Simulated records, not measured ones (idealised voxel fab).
Presented below is a process module, voxel transistor to metal.
Displayed cross-section: cut, width of 180 nm, square cells sized 5 nm.
In this document a cross-section is written as a grid of square cells. It is given as a series of bands, listed from the top down, and a band is one or more rows of cells.
Each band's line starts with the height of the band's top and of its bottom, in nm. Then come its materials from left to right, each with its width in nm. One material with "everywhere" fills the band from edge to edge. "air" is empty space.
Ref level 0: as-received wafer is one material below here. Bottom band extends down with no lower bound ("0 -> down").
So if you see something like "30->40" for the width, read it as the top row of the band sitting at the first number and the bottom row at the second, with every row in between moving by the same amount as the last.
The cross-section has no changed cell in any step marked "remains unaltered".
Entry "Closed void roster" = empty spaces >= 8 cells with no open way to the top; each as width x height at distance, distance from left edge, all nm.
Formally, on a step line, whatever follows the settings is a remark that the simulator itself makes on the step.
overlay nm: where the mask lay relative to plan, measured to the right, on steps with a mask; negatives go left.

# So here's the lineup of process steps we planned
| 1 | RECEIVE (material Si) |
| 2 | OXIDIZE (depth nm 5) |
| 3 | CONFORMAL_DEP (material SiN; thk nm 10) |
| 4 | DIRECTIONAL_DEP (material aC; thk nm 15) |
| 5 | PATTERN (tone cover; mask id ACTIVE; material resist; width nm 125; thk nm 35; overlay nm 0) |
| 6 | DIRECTIONAL_ETCH (etch materials aC; depth nm 15) |
| 7 | STRIP (etch materials resist) |
| 8 | DIRECTIONAL_ETCH (etch materials SiN; depth nm 10) |
| 9 | DIRECTIONAL_ETCH (etch materials SiO2; depth nm 5) |
| 10 | DIRECTIONAL_ETCH (etch materials Si; depth nm 35) |
| 11 | STRIP (etch materials aC) |
| 12 | OXIDIZE (depth nm 5) |
| 13 | FILL_DEP (material SiO2; thk nm 5) |
| 14 | CMP (height nm 10) |
| 15 | SELECTIVE_ETCH (etch materials SiO2; depth nm 5) |
| 16 | STRIP (etch materials SiN) |
| 17 | SELECTIVE_ETCH (etch materials SiO2; depth nm 5) |
| 18 | OXIDIZE (depth nm 5) |
| 19 | DIRECTIONAL_DEP (material polySi; thk nm 25) |
| 20 | DIRECTIONAL_DEP (material SiCN; thk nm 15) |
| 21 | DIRECTIONAL_DEP (material aC; thk nm 10) |
| 22 | PATTERN (tone cover; mask id GATE; material resist; width nm 35; thk nm 30; overlay nm 0) |
| 23 | DIRECTIONAL_ETCH (etch materials aC; depth nm 10) |
| 24 | STRIP (etch materials resist) |
| 25 | DIRECTIONAL_ETCH (etch materials SiCN; depth nm 25) |
| 26 | DIRECTIONAL_ETCH (etch materials polySi; depth nm 35) |
| 27 | STRIP (etch materials aC) |
| 28 | CONFORMAL_DEP (material SiN; thk nm 5) |
| 29 | DIRECTIONAL_ETCH (etch materials SiN; depth nm 5) |
| 30 | DIRECTIONAL_ETCH (etch materials SiO2; depth nm 5) |
| 31 | DIRECTIONAL_ETCH (etch materials Si; depth nm 5) |
| 32 | EPI (material pSi; thk nm 10) |
| 33 | FILL_DEP (material SiO2; thk nm 10) |
| 34 | CMP (height nm 20) |
| 35 | STRIP (etch materials polySi) |
| 36 | SELECTIVE_ETCH (etch materials SiO2; depth nm 5) |
| 37 | CONFORMAL_DEP (material HfO2; thk nm 5) |
| 38 | CONFORMAL_DEP (material TiN; thk nm 5) |
| 39 | FILL_DEP (material W; thk nm 10) |
| 40 | CMP (height nm 15) |
| 41 | DIRECTIONAL_DEP (material SiO2; thk nm 10) |
| 42 | MASKED_ETCH (tone open; mask id CONTACT; width nm 15; pitch nm 90; etch materials SiO2; depth nm 30; overlay nm 0) |
| 43 | CONFORMAL_DEP (material TiN; thk nm 5) |
| 44 | FILL_DEP (material W; thk nm 5) |
| 45 | CMP (height nm 25) |
| 46 | CONFORMAL_DEP (material SiN; thk nm 5) |
| 47 | DIRECTIONAL_DEP (material lowk; thk nm 20) |
| 48 | PATTERN (tone open; mask id METAL_1; material resist; width nm 15; pitch nm 90; thk nm 15; overlay nm 0) |
| 49 | DIRECTIONAL_ETCH (etch materials lowk; depth nm 20) |
| 50 | DIRECTIONAL_ETCH (etch materials SiN; depth nm 5) |
| 51 | STRIP (etch materials resist) |
| 52 | CONFORMAL_DEP (material TiN; thk nm 5) |
| 53 | FILL_DEP (material Cu; thk nm 5) |
| 54 | CMP (height nm 50) |
| 55 | EPI (material Ru; thk nm 5) |
| 56 | FILL_DEP (material SiCN; thk nm 5) |

# So this is the incoming wafer in cross-section - it's already been through step 1
- 0 -> down = Si everywhere
- Closed void roster: none

# First of two wafers: cross-section at end of module, run per plan
- 60 -> 55 = SiCN everywhere
- 55 -> 50 = SiCN: 30  Ru: 25  SiCN: 65  Ru: 25  SiCN: 35
- 50 -> 30 = lowk: 35  TiN: 5  Cu: 5  TiN: 5  lowk: 75  TiN: 5  Cu: 5  TiN: 5  lowk: 40
- 30 -> 25 = SiN: 35  TiN: 15  SiN: 75  TiN: 15  SiN: 40
- 25 -> 15 = SiO2: 35  TiN: 5  W: 5  TiN: 5  SiO2: 75  TiN: 5  W: 5  TiN: 5  SiO2: 40
- 15 -> 0 = SiO2: 35  TiN: 5  W: 5  TiN: 5  SiO2: 15  SiN: 5  HfO2: 5  TiN: 5  W: 15  TiN: 5  HfO2: 5  SiN: 5  SiO2: 15  TiN: 5  W: 5  TiN: 5  SiO2: 40
- 0 -> -5 = SiO2: 20  SiN: 5  SiO2: 10  TiN: 15  SiO2: 5  pSi: 10  SiN: 5  HfO2: 5  TiN: 25  HfO2: 5  SiN: 5  pSi: 10  SiO2: 5  TiN: 15  SiO2: 10  SiN: 5  SiO2: 25
- -5 -> -10 = SiO2: 25  pSi: 40  HfO2: 45  pSi: 40  SiO2: 30
- -10 -> -15 = SiO2: 30  pSi: 35  Si: 45  pSi: 35  SiO2: 35
- -15 -> -45 = SiO2: 30  Si: 115  SiO2: 35
- -45 -> down = Si everywhere
- Closed void roster: none

# Cross-section, second wafer: same start as the first, same plan as the first, one mistake in running it; taken at the end of the module
- 60 -> 55 = SiCN everywhere
- 55 -> 50 = SiCN: 30  Ru: 25  SiCN: 65  Ru: 25  SiCN: 35
- 50 -> 30 = lowk: 35  TiN: 5  Cu: 5  TiN: 5  lowk: 75  TiN: 5  Cu: 5  TiN: 5  lowk: 40
- 30 -> 25 = SiN: 35  TiN: 15  SiN: 75  TiN: 15  SiN: 40
- 25 -> 15 = SiO2: 35  TiN: 5  W: 5  TiN: 5  SiO2: 75  TiN: 5  W: 5  TiN: 5  SiO2: 40
- 15 -> 0 = SiO2: 35  TiN: 5  W: 5  TiN: 5  SiO2: 15  SiN: 5  HfO2: 5  TiN: 5  W: 15  TiN: 5  HfO2: 5  SiN: 5  SiO2: 15  TiN: 5  W: 5  TiN: 5  SiO2: 40
- 0 -> -5 = SiO2: 25  SiN: 5  SiO2: 5  TiN: 15  SiO2: 5  pSi: 10  SiN: 5  HfO2: 5  TiN: 25  HfO2: 5  SiN: 5  pSi: 10  SiO2: 5  TiN: 15  SiO2: 15  SiN: 5  SiO2: 20
- -5 -> -10 = SiO2: 30  pSi: 35  HfO2: 45  pSi: 45  SiO2: 25
- -10 -> -15 = SiO2: 35  pSi: 30  Si: 45  pSi: 40  SiO2: 30
- -15 -> -45 = SiO2: 35  Si: 115  SiO2: 30
- -45 -> down = Si everywhere
- Closed void roster: none
Plan not followed: so step 5 ended up running with a different setting than we planned, it ran as PATTERN (tone cover; mask id ACTIVE; material resist; width nm 125; thk nm 35; overlay nm 5)
Final wafers compared: equal cell tally per material, rearranged layout.
